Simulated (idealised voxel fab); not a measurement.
You're looking at the process module voxel self aligned contacts.
Pictured: cross-section cut, 250 nm wide, on a grid of 5 nm square cells.
Cross-sections here: square-cell grids, written as top-down lists of bands, a band being one or more rows of cells.
Look at the band entry: it leads with the top's height and the bottom's height in nm. Then it lists the materials left to right, with a width in nm for each. The word "everywhere" on a single material says that material fills the band edge to edge. The word "air" is empty space.
Heads up on the height convention: 0 is the point under which the incoming wafer is all one material, and the lowest band has no bottom, it just keeps going down, like "from 0 down".
It should be noted that a width expressed as "30..40" varies in equal increments from row to row of cells within the band, taking the value of the first number at the top row and that of the second number at the bottom row.
Where the words "nothing changed" appear for a step, the cross-section shows no cell changed by that step; every cell remained as before.
Look at "Closed voids list" for the closed voids: empty spaces with no open path to the top, sized 8 cells or up. Each is width x height at distance, distance from the left edge, all nm.
Heads up: the bit after the settings on a step's line is the simulator's remark on that step.
overlay nm: mask offset rightward from planned place, masked step; negative means leftward offset.
### List of planned process steps
- 1: RECEIVE, material Si
- 2: OXIDIZE, depth nm 5
- 3: DIRECTIONAL_DEP, material polySi, thk nm 30
- 4: DIRECTIONAL_DEP, material SiN, thk nm 20
- 5: DIRECTIONAL_DEP, material aC, thk nm 15
- 6: PATTERN, tone cover, mask id GATE, material resist, width nm 35, pitch nm 65, thk nm 30, overlay nm 0
- 7: DIRECTIONAL_ETCH, etch materials aC, depth nm 15
- 8: STRIP, etch materials resist
- 9: DIRECTIONAL_ETCH, etch materials SiN, depth nm 20
- 10: DIRECTIONAL_ETCH, etch materials polySi, depth nm 30
- 11: STRIP, etch materials aC
- 12: CONFORMAL_DEP, material SiN, thk nm 5
- 13: DIRECTIONAL_ETCH, etch materials SiN, depth nm 5
- 14: FILL_DEP, material SiO2, thk nm 20
- 15: CMP, height nm 60
- 16: DIRECTIONAL_DEP, material aC, thk nm 15
- 17: PATTERN, tone open, mask id CONTACT, material resist, width nm 40, pitch nm 65, thk nm 30, overlay nm 0
- 18: DIRECTIONAL_ETCH, etch materials aC, depth nm 15
- 19: STRIP, etch materials resist
- 20: DIRECTIONAL_ETCH, etch materials SiO2, depth nm 65
- 21: STRIP, etch materials aC
- 22: CONFORMAL_DEP, material TiN, thk nm 5
- 23: FILL_DEP, material Ru, thk nm 5
- 24: CMP, height nm 60
- 25: CONFORMAL_DEP, material SiCN, thk nm 5
### as received, after step 1
    from 0 down: Si everywhere
    Closed voids list: none
### First of two wafers, end-of-module section, run followed plan
    from 65 to 60: SiCN everywhere
    from 60 to 50: 70 SiO2 / 5..15 TiN / 30..10 Ru / 5..15 TiN / 25 SiO2 / 5..15 TiN / 30..10 Ru / 5..15 TiN / 75 SiO2
    from 50 to 30: 35 SiO2 / 45 SiN / 5 TiN / 10 Ru / 5 TiN / 45 SiN / 5 TiN / 10 Ru / 5 TiN / 45 SiN / 40 SiO2
    from 30 to 0: 35 SiO2 / 5 SiN / 35 polySi / 5 SiN / 5 TiN / 10 Ru / 5 TiN / 5 SiN / 35 polySi / 5 SiN / 5 TiN / 10 Ru / 5 TiN / 5 SiN / 35 polySi / 5 SiN / 40 SiO2
    from 0 to -5: 80 SiO2 / 20 TiN / 45 SiO2 / 20 TiN / 85 SiO2
    from -5 down: Si everywhere
    Closed voids list: none
### Wafer two, sectioned after the module: the first wafer's start, the first wafer's plan, and one mistake in how it was run
    from 65 to 60: SiCN everywhere
    from 60 to 55: 70 SiO2 / 5 TiN / 30 Ru / 5 TiN / 25 SiO2 / 5 TiN / 30 Ru / 5 TiN / 75 SiO2
    from 55 to 50: 70 SiO2 / 40 TiN / 25 SiO2 / 40 TiN / 75 SiO2
    from 50 to 30: 45 SiN / 25 SiO2 / 40 SiN / 25 SiO2 / 40 SiN / 25 SiO2 / 50 SiN
    from 30 to 0: 40 polySi / 5 SiN / 25 SiO2 / 5 SiN / 30 polySi / 5 SiN / 25 SiO2 / 5 SiN / 30 polySi / 5 SiN / 25 SiO2 / 5 SiN / 45 polySi
    from 0 to -5: SiO2 everywhere
    from -5 down: Si everywhere
    Closed voids list: none
The plan and the run diverged here: step 6 ran with different settings than intended, the actual operation and settings being PATTERN, tone open, mask id GATE, material resist, width nm 35, pitch nm 65, thk nm 30, overlay nm 0
Upon completion, the second wafer contains, in terms of cells, a greater or smaller amount of certain materials than the first wafer: Ru: 44 fewer; SiN: 32 more; SiO2: 8 more; TiN: 44 fewer; polySi: 48 more
